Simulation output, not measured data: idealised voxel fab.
process module | voxel self aligned vias
cross-section cut | 275 nm wide | cells 5 nm
A cross-section is a grid of square cells, given in bands from the top down. A band is one or more rows of cells.
Each band's line starts with the height of the band's top and of its bottom, in nm. Then come its materials from left to right, each with its width in nm. One material with "throughout" fills the band from edge to edge. "air" is empty space.
Height 0 is the level under which the wafer as received is all one material. The lowest band goes on downwards, as in "0 down".
A width such as "30 to 40" changes by the same amount from each row of cells to the next, from the band's top row to its bottom row.
"no change" after a step means that no cell of the cross-section changed.
closed voids: empty space of 8 cells or more with no open way to the top, each as width x height at its distance from the left edge, in nm
after a step's settings: what the simulator itself notes on the step
overlay nm, on a step with a mask: how far to the right of its planned place the mask lay; to the left if negative
plan
1 op RECEIVE | material Si
2 op CONFORMAL_DEP | material SiO2 | thk nm 15
3 op CONFORMAL_DEP | material SiCN | thk nm 5
4 op DIRECTIONAL_DEP | material SiO2 | thk nm 25
5 op PATTERN | tone open | mask id LINES | material resist | width nm 25 | pitch nm 75 | thk nm 15 | overlay nm 0
6 op DIRECTIONAL_ETCH | etch materials SiO2 | depth nm 25
7 op STRIP | etch materials resist
8 op CONFORMAL_DEP | material TiN | thk nm 5
9 op FILL_DEP | material Ru | thk nm 10
10 op CMP | height nm 45
11 op SELECTIVE_ETCH | etch materials W Ru TiN | depth nm 10
12 op FILL_DEP | material SiN | thk nm 5
13 op CMP | height nm 45
14 op DIRECTIONAL_DEP | material SiO2 | thk nm 15
15 op PATTERN | tone open | mask id VIAS | material resist | width nm 45 | pitch nm 150 | thk nm 20 | overlay nm 0
16 op DIRECTIONAL_ETCH | etch materials SiO2 | depth nm 15
17 op DIRECTIONAL_ETCH | etch materials SiN | depth nm 10
18 op STRIP | etch materials resist
19 op CONFORMAL_DEP | material TiN | thk nm 5
20 op FILL_DEP | material W | thk nm 5
21 op CMP | height nm 60
22 op CONFORMAL_DEP | material SiN | thk nm 5
as received, after step 1
  0 down: Si throughout
  closed voids: none
first wafer at the end, as planned
  65 to 60: SiN throughout
  60 to 50: SiO2 40 | TiN 5 | W 35 | TiN 5 | SiO2 105 | TiN 5 | W 35 | TiN 5 | SiO2 40
  50 to 45: SiO2 40 | TiN 15 | W 15 | TiN 15 | SiO2 105 | TiN 15 | W 15 | TiN 15 | SiO2 40
  45 to 40: SiO2 50 | TiN 5 | W 15 | TiN 5 | SiO2 50 | SiN 25 | SiO2 50 | TiN 5 | W 15 | TiN 5 | SiO2 50
  40 to 35: SiO2 50 | TiN 25 | SiO2 50 | SiN 25 | SiO2 50 | TiN 25 | SiO2 50
  35 to 25: SiO2 50 | TiN 5 | Ru 15 | TiN 5 | SiO2 50 | TiN 5 | Ru 15 | TiN 5 | SiO2 50 | TiN 5 | Ru 15 | TiN 5 | SiO2 50
  25 to 20: SiO2 50 | TiN 25 | SiO2 50 | TiN 25 | SiO2 50 | TiN 25 | SiO2 50
  20 to 15: SiCN throughout
  15 to 0: SiO2 throughout
  0 down: Si throughout
  closed voids: none
second wafer at the end: like start, like plan, one mistake
  65 to 60: SiN throughout
  60 to 50: SiO2 40 | TiN 5 | W 35 | TiN 5 | SiO2 105 | TiN 5 | W 35 | TiN 5 | SiO2 40
  50 to 45: SiO2 40 | TiN 15 | W 15 | TiN 15 | SiO2 105 | TiN 15 | W 15 | TiN 15 | SiO2 40
  45 to 40: SiO2 50 | TiN 5 | W 15 | TiN 5 | SiO2 50 | SiN 25 | SiO2 50 | TiN 5 | W 15 | TiN 5 | SiO2 50
  40 to 35: SiO2 50 | TiN 25 | SiO2 50 | SiN 25 | SiO2 50 | TiN 25 | SiO2 50
  35 to 25: SiO2 50 | TiN 5 | Ru 15 | TiN 5 | SiO2 50 | TiN 5 | Ru 15 | TiN 5 | SiO2 50 | TiN 5 | Ru 15 | TiN 5 | SiO2 50
  25 to 20: SiO2 50 | TiN 25 | SiO2 50 | TiN 25 | SiO2 50 | TiN 25 | SiO2 50
  20 to 5: SiO2 throughout
  5 to 0: SiCN throughout
  0 down: Si throughout
  closed voids: none
what went wrong: steps 2 and 3 were swapped
at the end the second wafer has, in cells: as many of each material as the first, in other places
